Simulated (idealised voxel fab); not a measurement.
Name of the process module below: voxel wiring stack
The cross-section shown here is cut; it is 205 nm wide and divided into square cells measuring 5 nm on a side.
Think of the cross-section as a grid of square cells. We describe it in bands, top to bottom, and each band covers one or more rows of those cells.
Within each band entry, the heights of the top and of the bottom of the band appear first, in that order and in nm; the materials of the band then follow from left to right, each with its corresponding width in nm. The designation "edge to edge" on a single material indicates that it fills the band from edge to edge; the designation "empty" indicates empty space.
Heads up on the height convention: 0 is the point under which the incoming wafer is all one material, and the lowest band has no bottom, it just keeps going down, like "z 0 and below".
A two-number width, for instance "30 to 40", indicates that the width is equal to the first number in the top row of the band and to the second number in the bottom row, and that it changes by a constant amount per row of cells.
A step reported as "no alterations made" is a step in which no cell of the cross-section changed.
Voids not open to the top, 8 cells minimum: see "Trapped void list". Written width x height at distance; distance is from the left edge; nm.
Step line, after settings: the simulator's comment on this step.
The optional step-line setting "overlay nm" applies to steps with a mask and quantifies how far to the right of its planned location the mask lay, a negative value indicating leftward placement.
Planned process steps
1: RECEIVE | material Si
2: CONFORMAL_DEP | material SiO2 | thk nm 15
3: DIRECTIONAL_DEP | material TiN | thk nm 5
4: DIRECTIONAL_DEP | material W | thk nm 15
5: MASKED_ETCH | tone cover | mask id METAL_1 | width nm 25 | pitch nm 55 | etch materials W | depth nm 15 | overlay nm 0
6: MASKED_ETCH | tone cover | mask id METAL_1 | width nm 25 | pitch nm 55 | etch materials TiN | depth nm 5 | overlay nm 0
7: CONFORMAL_DEP | material SiCN | thk nm 5
8: FILL_DEP | material SiO2 | thk nm 10
9: CMP | height nm 35
10: CONFORMAL_DEP | material SiCN | thk nm 5
11: DIRECTIONAL_DEP | material SiO2 | thk nm 20
12: PATTERN | tone open | mask id PLUG_1 | material resist | width nm 15 | pitch nm 55 | thk nm 15 | overlay nm 0
13: DIRECTIONAL_ETCH | etch materials SiO2 | depth nm 20
14: DIRECTIONAL_ETCH | etch materials SiCN | depth nm 5
15: STRIP | etch materials resist
16: CONFORMAL_DEP | material TiN | thk nm 5
17: FILL_DEP | material Cu | thk nm 5
18: CMP | height nm 60
19: CONFORMAL_DEP | material SiCN | thk nm 5
20: DIRECTIONAL_DEP | material lowk | thk nm 15
21: DIRECTIONAL_DEP | material aC | thk nm 10
22: PATTERN | tone open | mask id METAL_2 | material resist | width nm 25 | pitch nm 55 | thk nm 25 | overlay nm 0
23: DIRECTIONAL_ETCH | etch materials aC | depth nm 10
24: STRIP | etch materials resist
25: DIRECTIONAL_ETCH | etch materials lowk | depth nm 15
26: DIRECTIONAL_ETCH | etch materials SiCN | depth nm 5
27: STRIP | etch materials aC
28: CONFORMAL_DEP | material TiN | thk nm 5
29: FILL_DEP | material Cu | thk nm 10
30: CMP | height nm 80
31: CONFORMAL_DEP | material SiCN | thk nm 5
32: DIRECTIONAL_DEP | material SiO2 | thk nm 15
33: PATTERN | tone open | mask id PLUG_2 | material resist | width nm 15 | pitch nm 55 | thk nm 20 | overlay nm 0
34: DIRECTIONAL_ETCH | etch materials SiO2 | depth nm 5
35: DIRECTIONAL_ETCH | etch materials SiCN | depth nm 5
36: STRIP | etch materials resist
37: EPI | material Ru | thk nm 10
38: EPI | material Ru | thk nm 10
39: CONFORMAL_DEP | material SiCN | thk nm 5
40: DIRECTIONAL_DEP | material SiO2 | thk nm 20
41: DIRECTIONAL_DEP | material aC | thk nm 10
42: PATTERN | tone open | mask id METAL_3 | material resist | width nm 25 | pitch nm 55 | thk nm 25 | overlay nm 0
43: DIRECTIONAL_ETCH | etch materials aC | depth nm 10
44: STRIP | etch materials resist
45: DIRECTIONAL_ETCH | etch materials SiO2 | depth nm 20
46: DIRECTIONAL_ETCH | etch materials SiCN | depth nm 5
47: STRIP | etch materials aC
48: CONFORMAL_DEP | material TiN | thk nm 5
49: FILL_DEP | material Ru | thk nm 10
50: CMP | height nm 125
51: CONFORMAL_DEP | material SiN | thk nm 5
It is noted that the wafers described herein are identical at the outset and are distinguished by the depth nm of step 34; the value stated in the plan corresponds to the first wafer.
Cross-section of the first of several wafers on receipt, reflecting completion of step 1
> z 0 and below  Si edge to edge
> Trapped void list: none
Module end state after final step 51: cross-section of the first of several wafers
> z 130 to 125  SiN edge to edge
> z 125 to 105  SiO2 60  TiN 5  Ru 15  TiN 5  SiO2 30  TiN 5  Ru 15  TiN 5  SiO2 65
> z 105 to 100  SiCN 60  TiN 25  SiCN 30  TiN 25  SiCN 65
> z 100 to 95  SiO2 60  SiCN 5  TiN 5  SiCN 5  SiO2 40  SiCN 5  TiN 5  SiCN 5  SiO2 75
> z 95 to 85  SiO2 edge to edge
> z 85 to 80  SiCN edge to edge
> z 80 to 65  lowk 60  TiN 5  Cu 15  TiN 5  lowk 30  TiN 5  Cu 15  TiN 5  lowk 65
> z 65 to 60  SiCN 60  TiN 25  SiCN 30  TiN 25  SiCN 65
> z 60 to 40  SiO2 60  TiN 5  Cu 5  TiN 5  SiO2 40  TiN 5  Cu 5  TiN 5  SiO2 75
> z 40 to 35  SiCN 60  TiN 15  SiCN 40  TiN 15  SiCN 75
> z 35 to 20  SiO2 55  SiCN 5  W 25  SiCN 5  SiO2 20  SiCN 5  W 25  SiCN 5  SiO2 60
> z 20 to 15  SiCN 60  TiN 25  SiCN 30  TiN 25  SiCN 65
> z 15 to 0  SiO2 edge to edge
> z 0 and below  Si edge to edge
> Trapped void list: none
The last wafer as seen in cross-section at the end of the module
> z 130 to 125  SiN edge to edge
> z 125 to 105  SiO2 60  TiN 5  Ru 15  TiN 5  SiO2 30  TiN 5  Ru 15  TiN 5  SiO2 65
> z 105 to 100  SiCN 60  TiN 25  SiCN 30  TiN 25  SiCN 65
> z 100 to 85  SiO2 60  Ru 15  SiO2 40  Ru 15  SiO2 75
> z 85 to 80  SiCN 60  Ru 15  SiCN 40  Ru 15  SiCN 75
> z 80 to 65  lowk 60  TiN 5  Cu 15  TiN 5  lowk 30  TiN 5  Cu 15  TiN 5  lowk 65
> z 65 to 60  SiCN 60  TiN 25  SiCN 30  TiN 25  SiCN 65
> z 60 to 40  SiO2 60  TiN 5  Cu 5  TiN 5  SiO2 40  TiN 5  Cu 5  TiN 5  SiO2 75
> z 40 to 35  SiCN 60  TiN 15  SiCN 40  TiN 15  SiCN 75
> z 35 to 20  SiO2 55  SiCN 5  W 25  SiCN 5  SiO2 20  SiCN 5  W 25  SiCN 5  SiO2 60
> z 20 to 15  SiCN 60  TiN 25  SiCN 30  TiN 25  SiCN 65
> z 15 to 0  SiO2 edge to edge
> z 0 and below  Si edge to edge
> Trapped void list: none
Tabulated below, wafer by wafer, are the end-of-module results: for each material, the number of cells gained (+) or lost (-) relative to the as-received state, followed by the closed voids
depth nm 5; +26 Cu; +24 Ru; +185 SiCN; +41 SiN; +585 SiO2; +82 TiN; +30 W; +93 lowk; Trapped void list: none
depth nm 10; +26 Cu; +24 Ru; +189 SiCN; +41 SiN; +579 SiO2; +84 TiN; +30 W; +93 lowk; Trapped void list: none
depth nm 15; +26 Cu; +48 Ru; +175 SiCN; +41 SiN; +573 SiO2; +80 TiN; +30 W; +93 lowk; Trapped void list: none
depth nm 20; +26 Cu; +48 Ru; +175 SiCN; +41 SiN; +573 SiO2; +80 TiN; +30 W; +93 lowk; Trapped void list: none
depth nm 25; +26 Cu; +48 Ru; +175 SiCN; +41 SiN; +573 SiO2; +80 TiN; +30 W; +93 lowk; Trapped void list: none
depth nm 30; +26 Cu; +48 Ru; +175 SiCN; +41 SiN; +573 SiO2; +80 TiN; +30 W; +93 lowk; Trapped void list: none
